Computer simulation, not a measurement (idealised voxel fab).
Process module, titled voxel air gaps
For reference, the cross-section in this document is cut, with width 290 nm and square cells of 5 nm.
The cross-sections in this document take the form of a grid made of square cells. They are written out as bands, in order from top to bottom. Each band consists of one or more rows of cells. Look at the band entry: it leads with the top's height and the bottom's height in nm. Then it lists the materials left to right, with a width in nm for each. The word "everywhere" on a single material says that material fills the band edge to edge. The word "empty" is empty space. Beneath 0, the wafer as received is one material, and that level is where height counting begins. The lowest band goes on downward without a bottom; it is written like "from 0 down". The notation "30 to 40" denotes a width that varies across the rows of cells in the band, beginning at the first number in the top row, finishing at the second number in the bottom row, and changing by an identical amount from each row to the next. Step note "nothing different" = no cross-section cell changed. "Enclosed internal voids" - sealed voids, min. 8 cells, no opening to top; format: width x height at distance (distance from left edge; nm throughout). Heads up: the bit after the settings on a step's line is the simulator's remark on that step. On any step carrying a mask, the "overlay nm" setting, if present on the step's line, tells how far right of its planned place the mask lay; negative values point to the left.
[plan]
1) RECEIVE: material Si
2) CONFORMAL_DEP: material SiO2, thk nm 10
3) CONFORMAL_DEP: material SiCN, thk nm 5
4) DIRECTIONAL_DEP: material lowk, thk nm 40
5) PATTERN: tone open, mask id LINES, material resist, width nm 15, pitch nm 40, thk nm 15, overlay nm -15
6) DIRECTIONAL_ETCH: etch materials lowk, depth nm 40
7) STRIP: etch materials resist
8) CONFORMAL_DEP: material TiN, thk nm 5
9) FILL_DEP: material Ru, thk nm 10
10) CMP: height nm 55
11) EPI: material Ru, thk nm 10
12) SELECTIVE_ETCH: etch materials lowk, depth nm 50
13) CONFORMAL_DEP: material SiCN, thk nm 5
Be aware that, although all wafers share a common starting state, the overlay nm at step 5 differs among them, and the plan displays the first wafer's value.
[The first of several wafers as received, shown in cross-section; this is its state after step 1]
- from 0 down: Si everywhere
- Enclosed internal voids: none
[End of module: cross-section of the first of several wafers after step 13, the last step]
- from 70 to 65: empty=65 / SiCN=125 / empty=100
- from 65 to 55: empty=65 / SiCN=5 / Ru=35 / SiCN=5 / Ru=35 / SiCN=5 / Ru=35 / SiCN=5 / empty=100
- from 55 to 50: empty=65 / SiCN=15 / TiN=5 / Ru=5 / TiN=5 / SiCN=25 / TiN=5 / Ru=5 / TiN=5 / SiCN=25 / TiN=5 / Ru=5 / TiN=5 / SiCN=15 / empty=100
- from 50 to 20: empty=75 / SiCN=5 / TiN=5 / Ru=5 / TiN=5 / SiCN=5 / empty=15 / SiCN=5 / TiN=5 / Ru=5 / TiN=5 / SiCN=5 / empty=15 / SiCN=5 / TiN=5 / Ru=5 / TiN=5 / SiCN=5 / empty=110
- from 20 to 15: SiCN=80 / TiN=15 / SiCN=25 / TiN=15 / SiCN=25 / TiN=15 / SiCN=115
- from 15 to 10: SiCN everywhere
- from 10 to 0: SiO2 everywhere
- from 0 down: Si everywhere
- Enclosed internal voids: 15 x 30 at 100; 15 x 30 at 140
[Cross-section of the final wafer among several, taken at the end of the module]
- from 70 to 65: empty=95 / SiCN=125 / empty=70
- from 65 to 55: empty=95 / SiCN=5 / Ru=35 / SiCN=5 / Ru=35 / SiCN=5 / Ru=35 / SiCN=5 / empty=70
- from 55 to 50: empty=95 / SiCN=15 / TiN=5 / Ru=5 / TiN=5 / SiCN=25 / TiN=5 / Ru=5 / TiN=5 / SiCN=25 / TiN=5 / Ru=5 / TiN=5 / SiCN=15 / empty=70
- from 50 to 20: empty=105 / SiCN=5 / TiN=5 / Ru=5 / TiN=5 / SiCN=5 / empty=15 / SiCN=5 / TiN=5 / Ru=5 / TiN=5 / SiCN=5 / empty=15 / SiCN=5 / TiN=5 / Ru=5 / TiN=5 / SiCN=5 / empty=80
- from 20 to 15: SiCN=110 / TiN=15 / SiCN=25 / TiN=15 / SiCN=25 / TiN=15 / SiCN=85
- from 15 to 10: SiCN everywhere
- from 10 to 0: SiO2 everywhere
- from 0 down: Si everywhere
- Enclosed internal voids: 15 x 30 at 130; 15 x 30 at 170
[Note: the following table is arranged by wafer, a row apiece. Each row reports the end-of-module state: per material, cells gained (+) or cells lost (-) compared with the wafer as received; closed voids follow]
overlay nm -15, +63 Ru, +192 SiCN, +116 SiO2, +51 TiN, Enclosed internal voids: 15 x 30 at 100; 15 x 30 at 140
overlay nm -10, +63 Ru, +192 SiCN, +116 SiO2, +51 TiN, Enclosed internal voids: 15 x 30 at 105; 15 x 30 at 145
overlay nm -5, +63 Ru, +192 SiCN, +116 SiO2, +51 TiN, Enclosed internal voids: 15 x 30 at 110; 15 x 30 at 150
overlay nm 0, +63 Ru, +192 SiCN, +116 SiO2, +51 TiN, Enclosed internal voids: 15 x 30 at 115; 15 x 30 at 155
overlay nm 5, +63 Ru, +192 SiCN, +116 SiO2, +51 TiN, Enclosed internal voids: 15 x 30 at 120; 15 x 30 at 160
overlay nm 10, +63 Ru, +192 SiCN, +116 SiO2, +51 TiN, Enclosed internal voids: 15 x 30 at 125; 15 x 30 at 165
overlay nm 15, +63 Ru, +192 SiCN, +116 SiO2, +51 TiN, Enclosed internal voids: 15 x 30 at 130; 15 x 30 at 170
